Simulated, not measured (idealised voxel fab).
This is a process module. Its name is voxel wiring stack.
The cross-section shown here is cut; it is 170 nm wide and divided into square cells measuring 5 nm on a side.
Notation: cross-section as square-cell grid; stated in bands, top first, going down; one or more cell rows per band.
A band entry consists of two parts. The first gives the height of the band's top and the height of its bottom, in nm. The rest lists the band's materials from left to right, each with its width in nm. A single material labelled with the word "full width" fills the band from edge to edge, and the word "empty" marks empty space.
All heights in this document are referenced to 0, defined as the level beneath which the wafer, as received, consists entirely of one material. The lowest band is not bounded below; it extends indefinitely downward and is written in the form "0..down".
With a width like "30..40", each row of cells in the band differs from the next by the same amount, the top row carrying the first number and the bottom row the second.
A step reported as "everything unchanged" is a step in which no cell of the cross-section changed.
Each empty space that has no open way to the top and spans at least 8 cells appears under "Tabulated closed voids" as width x height at distance, the distance counted from the left edge, all in nm.
What comes after the settings on a step's line is commentary from the simulator itself on that step.
overlay nm, on a step with a mask: how far to the right of its planned place the mask lay; to the left if negative

List of planned process steps:
1) RECEIVE [material Si]
2) CONFORMAL_DEP [material SiO2] [thk nm 10]
3) DIRECTIONAL_DEP [material TiN] [thk nm 5]
4) DIRECTIONAL_DEP [material W] [thk nm 20]
5) PATTERN [tone cover] [mask id METAL_1] [material resist] [width nm 20] [pitch nm 35] [thk nm 15] [overlay nm 0]
6) DIRECTIONAL_ETCH [etch materials W] [depth nm 20]
7) DIRECTIONAL_ETCH [etch materials TiN] [depth nm 5]
8) STRIP [etch materials resist]
9) CONFORMAL_DEP [material SiN] [thk nm 5]
10) FILL_DEP [material lowk] [thk nm 10]
11) CMP [height nm 35]
12) CONFORMAL_DEP [material SiCN] [thk nm 5]
13) DIRECTIONAL_DEP [material SiO2] [thk nm 10]
14) DIRECTIONAL_DEP [material aC] [thk nm 10]
15) PATTERN [tone open] [mask id PLUG_1] [material resist] [width nm 15] [pitch nm 35] [thk nm 25] [overlay nm 0]
16) DIRECTIONAL_ETCH [etch materials aC] [depth nm 10]
17) STRIP [etch materials resist]
18) DIRECTIONAL_ETCH [etch materials SiO2] [depth nm 10]
19) DIRECTIONAL_ETCH [etch materials SiCN] [depth nm 5]
20) STRIP [etch materials aC]
21) CONFORMAL_DEP [material TiN] [thk nm 5]
22) FILL_DEP [material Ru] [thk nm 5]
23) CMP [height nm 50]
24) DIRECTIONAL_DEP [material TiN] [thk nm 5]
25) DIRECTIONAL_DEP [material Ru] [thk nm 15]
26) MASKED_ETCH [tone cover] [mask id METAL_2] [width nm 20] [pitch nm 35] [etch materials Ru] [depth nm 15] [overlay nm 0]
27) MASKED_ETCH [tone cover] [mask id METAL_2] [width nm 20] [pitch nm 35] [etch materials TiN] [depth nm 5] [overlay nm 0]
28) FILL_DEP [material SiO2] [thk nm 5]
29) CMP [height nm 70]
30) CONFORMAL_DEP [material SiCN] [thk nm 5]
31) DIRECTIONAL_DEP [material SiO2] [thk nm 20]
32) DIRECTIONAL_DEP [material aC] [thk nm 15]
33) PATTERN [tone open] [mask id PLUG_2] [material resist] [width nm 15] [pitch nm 35] [thk nm 35] [overlay nm 0]
34) DIRECTIONAL_ETCH [etch materials aC] [depth nm 15]
35) STRIP [etch materials resist]
36) DIRECTIONAL_ETCH [etch materials SiO2] [depth nm 20]
37) DIRECTIONAL_ETCH [etch materials SiCN] [depth nm 5]
38) STRIP [etch materials aC]
39) CONFORMAL_DEP [material TiN] [thk nm 5]
40) FILL_DEP [material Ru] [thk nm 5]
41) CMP [height nm 95]
42) DIRECTIONAL_DEP [material TiN] [thk nm 5]
43) DIRECTIONAL_DEP [material W] [thk nm 15]
44) MASKED_ETCH [tone cover] [mask id METAL_3] [width nm 20] [pitch nm 35] [etch materials W] [depth nm 15] [overlay nm 0]
45) MASKED_ETCH [tone cover] [mask id METAL_3] [width nm 20] [pitch nm 35] [etch materials TiN] [depth nm 5] [overlay nm 0]
46) FILL_DEP [material SiO2] [thk nm 10]
47) CMP [height nm 115]
48) CONFORMAL_DEP [material SiN] [thk nm 5]

Wafer at receipt (post step 1), cross-section:
0..down | Si full width
Tabulated closed voids: none

First of two wafers, end-of-module section, run followed plan:
120..115 | SiN full width
115..100 | SiO2=55, then W=20, then SiO2=15, then W=20, then SiO2=60
100..95 | SiO2=55, then TiN=20, then SiO2=15, then TiN=20, then SiO2=60
95..75 | SiO2=55, then TiN=5, then Ru=5, then TiN=5, then SiO2=20, then TiN=5, then Ru=5, then TiN=5, then SiO2=65
75..70 | SiCN=55, then TiN=15, then SiCN=20, then TiN=15, then SiCN=65
70..55 | SiO2=55, then Ru=20, then SiO2=15, then Ru=20, then SiO2=60
55..50 | SiO2=55, then TiN=20, then SiO2=15, then TiN=20, then SiO2=60
50..40 | SiO2=55, then TiN=5, then Ru=5, then TiN=5, then SiO2=20, then TiN=5, then Ru=5, then TiN=5, then SiO2=65
40..35 | SiCN=55, then TiN=15, then SiCN=20, then TiN=15, then SiCN=65
35..15 | lowk=50, then SiN=5, then W=20, then SiN=5, then lowk=5, then SiN=5, then W=20, then SiN=5, then lowk=55
15..10 | SiN=55, then TiN=20, then SiN=15, then TiN=20, then SiN=60
10..0 | SiO2 full width
0..down | Si full width
Tabulated closed voids: none

Second wafer of the two, sectioned at the end of the module. It began like the first and followed the same plan, but one mistake was made while running it:
120..115 | SiN full width
115..100 | SiO2=55, then W=20, then SiO2=15, then W=20, then SiO2=60
100..95 | SiO2=55, then TiN=20, then SiO2=15, then TiN=20, then SiO2=60
95..75 | SiO2=55, then TiN=5, then Ru=5, then TiN=5, then SiO2=20, then TiN=5, then Ru=5, then TiN=5, then SiO2=65
75..70 | SiCN=55, then TiN=15, then SiCN=20, then TiN=15, then SiCN=65
70..55 | SiO2=55, then Ru=20, then SiO2=15, then Ru=20, then SiO2=60
55..50 | SiO2=55, then TiN=20, then SiO2=15, then TiN=20, then SiO2=60
50..40 | SiO2=55, then TiN=5, then Ru=5, then TiN=5, then SiO2=20, then TiN=5, then Ru=5, then TiN=5, then SiO2=65
40..35 | SiCN=55, then TiN=15, then SiCN=20, then TiN=15, then SiCN=65
35..30 | lowk full width
30..25 | lowk=50, then SiN=30, then lowk=5, then SiN=30, then lowk=55
25..5 | lowk=50, then SiN=5, then W=20, then SiN=5, then lowk=5, then SiN=5, then W=20, then SiN=5, then lowk=55
5..0 | SiN=55, then TiN=20, then SiN=15, then TiN=20, then SiN=60
0..down | Si full width
Tabulated closed voids: none
Heads up, the wafer didn't run the way we planned it: it should be noted that step 2 of the plan was omitted and was not performed
In the final state, the cell counts of the second wafer exceed or fall short of those of the first for the following materials: 12 more of SiN; 68 fewer of SiO2; 56 more of lowk
